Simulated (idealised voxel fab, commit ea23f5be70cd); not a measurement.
process module | voxel released beams
cross-section cut | 160 nm wide | cells 5 nm
A cross-section is a grid of square cells, given in bands from the top down. A band is one or more rows of cells.
Each band's line starts with the height of the band's top and of its bottom, in nm. Then come its materials from left to right, each with its width in nm. One material with "throughout" fills the band from edge to edge. "air" is empty space.
Height 0 is the level under which the wafer as received is all one material. The lowest band goes on downwards, as in "0 down".
A width such as "30 to 40" changes by the same amount from each row of cells to the next, from the band's top row to its bottom row.
"no change" after a step means that no cell of the cross-section changed.
closed voids: empty space of 8 cells or more with no open way to the top, each as width x height at its distance from the left edge, in nm
after a step's settings: what the simulator itself notes on the step
overlay nm, on a step with a mask: how far to the right of its planned place the mask lay; to the left if negative
plan
1 op RECEIVE | material Si
2 op CONFORMAL_DEP | material Al2O3 | thk nm 10
3 op DIRECTIONAL_DEP | material SiO2 | thk nm 10
4 op PATTERN | tone open | mask id ANCHOR | material resist | width nm 30 | thk nm 15 | overlay nm 0
5 op DIRECTIONAL_ETCH | etch materials SiO2 | depth nm 10
6 op STRIP | etch materials resist
7 op CONFORMAL_DEP | material SiN | thk nm 10
8 op DIRECTIONAL_DEP | material aC | thk nm 15
9 op PATTERN | tone cover | mask id BEAM | material resist | width nm 95 | thk nm 30 | overlay nm 0
10 op DIRECTIONAL_ETCH | etch materials aC | depth nm 15
11 op STRIP | etch materials resist
12 op DIRECTIONAL_ETCH | etch materials SiN | depth nm 10
13 op STRIP | etch materials aC
14 op STRIP | etch materials SiO2
as received, after step 1
  0 down: Si throughout
  closed voids: none
a wafer at the end: this start, this plan, one mistake
  30 to 20: air 30 | SiN 45 | air 85
  20 to 10: air 25 | SiN 10 | SiO2 30 | SiN 60 | air 35
  10 to 0: Al2O3 throughout
  0 down: Si throughout
  closed voids: none
what went wrong: step 4 ran as: op PATTERN | tone cover | mask id ANCHOR | material resist | width nm 30 | thk nm 15 | overlay nm 0
